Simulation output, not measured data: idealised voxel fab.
Process module in this document: voxel double patterning
Cross-section cut: width 255 nm, square cells of 5 nm.
Cross-section format: a grid of square cells, given as bands from top to bottom; each band is one or more rows of cells. Basically the band line says how high the top is and how high the bottom is, in nm, and then what's in it from left to right, every material with its width in nm. Empty space shows up as "air", and if a single material carries "edge to edge" it runs the full band edge to edge. Convention: height 0 is the level below which the wafer, as received, is all one material. The lowest band does not terminate at the bottom but continues downward, represented as "0 and below". Graded width ("30 to 40"): value in top row of band = first number; value in bottom row = second number; row-to-row change constant. A step reported as "remained the same" is a step in which no cell of the cross-section changed. "Unvented internal voids" lists enclosed empty spaces (at least 8 cells, no open path upward to the top), each as width x height at distance from the left edge, in nm. What comes after the settings on a step's line is commentary from the simulator itself on that step. You can add "overlay nm" to a step's line. For a step with a mask, it describes how far the mask lay to the right of its planned position, and a negative number describes a lay to the left.
# Steps in the process plan
1) RECEIVE with material Si
2) CONFORMAL_DEP with material SiN, thk nm 5
3) DIRECTIONAL_DEP with material SiO2, thk nm 10
4) DIRECTIONAL_DEP with material SiCN, thk nm 10
5) MASKED_ETCH with tone open, mask id FIRST, width nm 15, pitch nm 50, etch materials SiCN, depth nm 10, overlay nm -15
6) DIRECTIONAL_DEP with material aC, thk nm 10
7) PATTERN with tone open, mask id SECOND, material resist, width nm 15, pitch nm 50, thk nm 25, overlay nm 0
8) DIRECTIONAL_ETCH with etch materials aC, depth nm 10
9) STRIP with etch materials resist
10) DIRECTIONAL_ETCH with etch materials SiCN, depth nm 10
11) STRIP with etch materials aC
12) DIRECTIONAL_ETCH with etch materials SiO2, depth nm 10
13) STRIP with etch materials SiCN
Split variable: overlay nm, step 5. Plan value = first wafer. Wafers start alike.
# As-received state after step 1, first of several wafers, cross-section
    0 and below = Si edge to edge
    Unvented internal voids: none
# first wafer at the end, after step 13
    15 down to 5 = SiO2 55, then air 15, then SiO2 25, then air 25, then SiO2 25, then air 25, then SiO2 85
    5 down to 0 = SiN edge to edge
    0 and below = Si edge to edge
    Unvented internal voids: none
# Final wafer cross-section at module end
    15 down to 5 = SiO2 85, then air 25, then SiO2 25, then air 25, then SiO2 25, then air 15, then SiO2 55
    5 down to 0 = SiN edge to edge
    0 and below = Si edge to edge
    Unvented internal voids: none
# The rows of the table below are wafers. Looking at the end of the module, a row counts, for every material, the cells the wafer has gained, shown as (+), or lost, shown as (-), since it was received; its closed voids come next
overlay nm -15, +51 SiN, +76 SiO2, Unvented internal voids: none
overlay nm -10, +51 SiN, +72 SiO2, Unvented internal voids: none
overlay nm -5, +51 SiN, +72 SiO2, Unvented internal voids: none
overlay nm 0, +51 SiN, +72 SiO2, Unvented internal voids: none
overlay nm 5, +51 SiN, +72 SiO2, Unvented internal voids: none
overlay nm 10, +51 SiN, +72 SiO2, Unvented internal voids: none
overlay nm 15, +51 SiN, +76 SiO2, Unvented internal voids: none
